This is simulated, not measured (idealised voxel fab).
Herein follows the process module entitled voxel ribs on slabs.
In the cross-section labelled cut, the width is 250 nm and each square cell is 5 nm.
In what follows, cross-sections appear as grids of square cells, described through bands that run from the top down, where every band is one or more rows of cells. A band entry consists of two parts. The first gives the height of the band's top and the height of its bottom, in nm. The rest lists the band's materials from left to right, each with its width in nm. A single material labelled with the word "everywhere" fills the band from edge to edge, and the word "blank" marks empty space. Heights from 0 (as-received wafer is one material below). Bottom band endless downward, as "0 -> down". The expression "30..40" gives the width at the extremes of the band, the first number at its top row of cells and the second at its bottom row, with the width changing by equal amounts from each row to the next in between. Any step labelled "same as before" changed none of the cells in the cross-section. "Enclosed void catalog": sealed empty spaces, 8 cells or more, no open way to top, listed width x height at distance, with distance from the left edge and width, height and distance in nm. If you see something after the settings on a step's line, that's the simulator's own remark about that step. overlay nm: for a step with a mask, the amount by which the mask lay right of where it was planned; a negative amount means left of it.

Process steps foreseen in the plan
step 1: RECEIVE [material Si]
step 2: DIRECTIONAL_DEP [material SiO2] [thk nm 20]
step 3: DIRECTIONAL_DEP [material polySi] [thk nm 15]
step 4: DIRECTIONAL_DEP [material aC] [thk nm 15]
step 5: PATTERN [tone cover] [mask id RIB] [material resist] [width nm 25] [thk nm 35] [overlay nm 0]
step 6: DIRECTIONAL_ETCH [etch materials aC] [depth nm 15]
step 7: STRIP [etch materials resist]
step 8: DIRECTIONAL_ETCH [etch materials polySi] [depth nm 10]
step 9: STRIP [etch materials aC]
step 10: PATTERN [tone cover] [mask id SLAB] [material resist] [width nm 75] [thk nm 20] [overlay nm 0]
step 11: DIRECTIONAL_ETCH [etch materials polySi] [depth nm 5]
step 12: STRIP [etch materials resist]
step 13: FILL_DEP [material SiO2] [thk nm 15]
step 14: CMP [height nm 45]
step 15: DIRECTIONAL_DEP [material W] [thk nm 10]
step 16: MASKED_ETCH [tone cover] [mask id HEATER] [width nm 35] [etch materials W] [depth nm 10] [overlay nm 0]
step 17: CONFORMAL_DEP [material SiN] [thk nm 5]

Wafer as received: cross-section following step 1
    0 -> down | Si everywhere
    Enclosed void catalog: none

Cross-sectional image of the first of two wafers at the end of the module, the run having proceeded as planned
    60 -> 55 | 100 of blank, then 45 of SiN, then 105 of blank
    55 -> 50 | 100 of blank, then 5 of SiN, then 35 of W, then 5 of SiN, then 105 of blank
    50 -> 45 | 105 of SiN, then 35 of W, then 110 of SiN
    45 -> 35 | SiO2 everywhere
    35 -> 25 | 110 of SiO2, then 25 of polySi, then 115 of SiO2
    25 -> 20 | 85 of SiO2, then 75 of polySi, then 90 of SiO2
    20 -> 0 | SiO2 everywhere
    0 -> down | Si everywhere
    Enclosed void catalog: none

Cross-sectional image of the second wafer of the two following completion of the module. Starting state and process plan were the same as for the first wafer; one execution error occurred
    60 -> 55 | 100 of blank, then 45 of SiN, then 105 of blank
    55 -> 50 | 100 of blank, then 5 of SiN, then 35 of W, then 5 of SiN, then 105 of blank
    50 -> 45 | 105 of SiN, then 35 of W, then 110 of SiN
    45 -> 35 | SiO2 everywhere
    35 -> 25 | 105 of SiO2, then 35 of polySi, then 110 of SiO2
    25 -> 20 | 85 of SiO2, then 75 of polySi, then 90 of SiO2
    20 -> 0 | SiO2 everywhere
    0 -> down | Si everywhere
    Enclosed void catalog: none
Short version of what went wrong: step 5 ran with different settings than intended, the actual operation and settings being PATTERN [tone cover] [mask id RIB] [material resist] [width nm 35] [thk nm 35] [overlay nm 0]
At the finish, the second wafer shows more or fewer cells for some materials than the first does: 4 fewer of SiO2, 4 more of polySi
